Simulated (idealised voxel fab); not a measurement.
Process module name: voxel gate over fins
The width of the displayed cross-section, cut, is 300 nm; its cells are square, with a size of 5 nm.
Format of a cross-section: grid, square cells. Given as bands. Order: top down. Band: one or more rows of cells.
In this notation a band is specified by the heights of its top and bottom, in that order and in nm, after which its materials appear from left to right, each paired with its width in nm. The word "edge to edge" attached to a single material means that material fills the band from edge to edge; the word "empty" stands for empty space.
Below 0: as-received wafer, all one material; heights counted from there. Lowest band: no bottom, goes on down, written "0 -> down".
A width such as "30->40" changes by the same amount from each row of cells to the next, from the band's top row to its bottom row.
Take "nothing different" at face value: in the step it is given for, the cross-section changed in none of its cells.
Enclosed void listing: empty space of 8 cells or more with no open way to the top, each as width x height at its distance from the left edge, in nm
On a step's line, text after the settings is the simulator commenting on that step.
The "overlay nm" setting may appear on a step's line; for a step that uses a mask, it gives how far to the right of its planned position the mask lay, and a negative value indicates the left.

## The steps planned for the process are as follows
1) RECEIVE | material Si
2) CONFORMAL_DEP | material SiN | thk nm 10
3) PATTERN | tone cover | mask id FINS | material resist | width nm 15 | pitch nm 40 | thk nm 15 | overlay nm 0
4) DIRECTIONAL_ETCH | etch materials SiN | depth nm 10
5) DIRECTIONAL_ETCH | etch materials Si | depth nm 25
6) STRIP | etch materials resist
7) FILL_DEP | material SiO2 | thk nm 15
8) CMP | height nm 10
9) SELECTIVE_ETCH | etch materials SiO2 | depth nm 25
10) STRIP | etch materials SiN
11) CONFORMAL_DEP | material HfO2 | thk nm 5
12) CONFORMAL_DEP | material TiN | thk nm 5
13) FILL_DEP | material W | thk nm 15
14) CMP | height nm 20
15) CONFORMAL_DEP | material SiN | thk nm 5
Across this set of wafers, the varied parameter is the depth nm of step 5. Starting conditions are identical for every wafer, and the plan reports the value assigned to the first wafer.

## The as-received cross-section of the first of several wafers corresponds to the state after step 1
	0 -> down = Si edge to edge
	Enclosed void listing: none

## Wafer rows, end of module: cells per material gained (+) or lost (-) since receipt; closed voids last
depth nm 25 | +72 HfO2 | -270 Si | +60 SiN | +108 SiO2 | +72 TiN | +258 W | Enclosed void listing: none
depth nm 30 | +72 HfO2 | -324 Si | +60 SiN | +162 SiO2 | +72 TiN | +258 W | Enclosed void listing: none
depth nm 35 | +72 HfO2 | -378 Si | +60 SiN | +216 SiO2 | +72 TiN | +258 W | Enclosed void listing: none
depth nm 40 | +72 HfO2 | -432 Si | +60 SiN | +270 SiO2 | +72 TiN | +258 W | Enclosed void listing: none
depth nm 45 | +72 HfO2 | -486 Si | +60 SiN | +324 SiO2 | +72 TiN | +258 W | Enclosed void listing: none
depth nm 50 | +72 HfO2 | -540 Si | +60 SiN | +378 SiO2 | +72 TiN | +258 W | Enclosed void listing: none
